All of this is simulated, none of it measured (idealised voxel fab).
Process module heading - voxel released beams
Xsec cut, 160 nm wide, square cell size 5 nm.
For the purposes of this document, a cross-section shall be understood as a grid of square cells, specified as bands listed in top-to-bottom order, each band consisting of one or more rows of cells.
A band entry consists of two parts. The first gives the height of the band's top and the height of its bottom, in nm. The rest lists the band's materials from left to right, each with its width in nm. A single material labelled with the word "throughout" fills the band from edge to edge, and the word "empty" marks empty space.
The level at which height equals 0 is the one under which the wafer, as it arrives, is entirely one material. No lower edge exists for the bottom band, which continues downward and is notated as in "0 down".
The expression "30..40" gives the width at the extremes of the band, the first number at its top row of cells and the second at its bottom row, with the width changing by equal amounts from each row to the next in between.
Any step labelled "remained unchanged" changed none of the cells in the cross-section.
Reported under the label "Closed void register" are the empty spaces having no open way to the top and comprising 8 cells or more; the notation for each is width x height at distance, in which the distance is measured from the left edge and all three values are in nm.
Heads up: the bit after the settings on a step's line is the simulator's remark on that step.
overlay nm: on a step with a mask, how far right of its planned place the mask lay; negative means left.

-- List of planned process steps
- 1: RECEIVE,material Si
- 2: CONFORMAL_DEP,material SiN,thk nm 5
- 3: DIRECTIONAL_DEP,material SiO2,thk nm 10
- 4: DIRECTIONAL_DEP,material aC,thk nm 10
- 5: PATTERN,tone open,mask id ANCHOR,material resist,width nm 30,thk nm 30,overlay nm 0
- 6: DIRECTIONAL_ETCH,etch materials aC,depth nm 10
- 7: STRIP,etch materials resist
- 8: DIRECTIONAL_ETCH,etch materials SiO2,depth nm 10
- 9: STRIP,etch materials aC
- 10: CONFORMAL_DEP,material polySi,thk nm 10
- 11: PATTERN,tone cover,mask id BEAM,material resist,width nm 105,thk nm 15,overlay nm 0
- 12: DIRECTIONAL_ETCH,etch materials polySi,depth nm 10
- 13: STRIP,etch materials resist
- 14: STRIP,etch materials SiO2

-- Incoming wafer, cross-sectional view, post step 1
> 0 down: Si throughout
> Closed void register: none

-- End-of-module cross-section. Starting structure and process plan as above; one mistake made in running it
> 35 to 25: empty (25)  polySi (105)  empty (30)
> 25 to 15: SiN throughout
> 15 to 5: SiO2 throughout
> 5 to 0: SiN throughout
> 0 down: Si throughout
> Closed void register: none
What went wrong in running the wafer? heads up, step 4 didn't go per plan, it actually ran as DIRECTIONAL_DEP,material SiN,thk nm 10
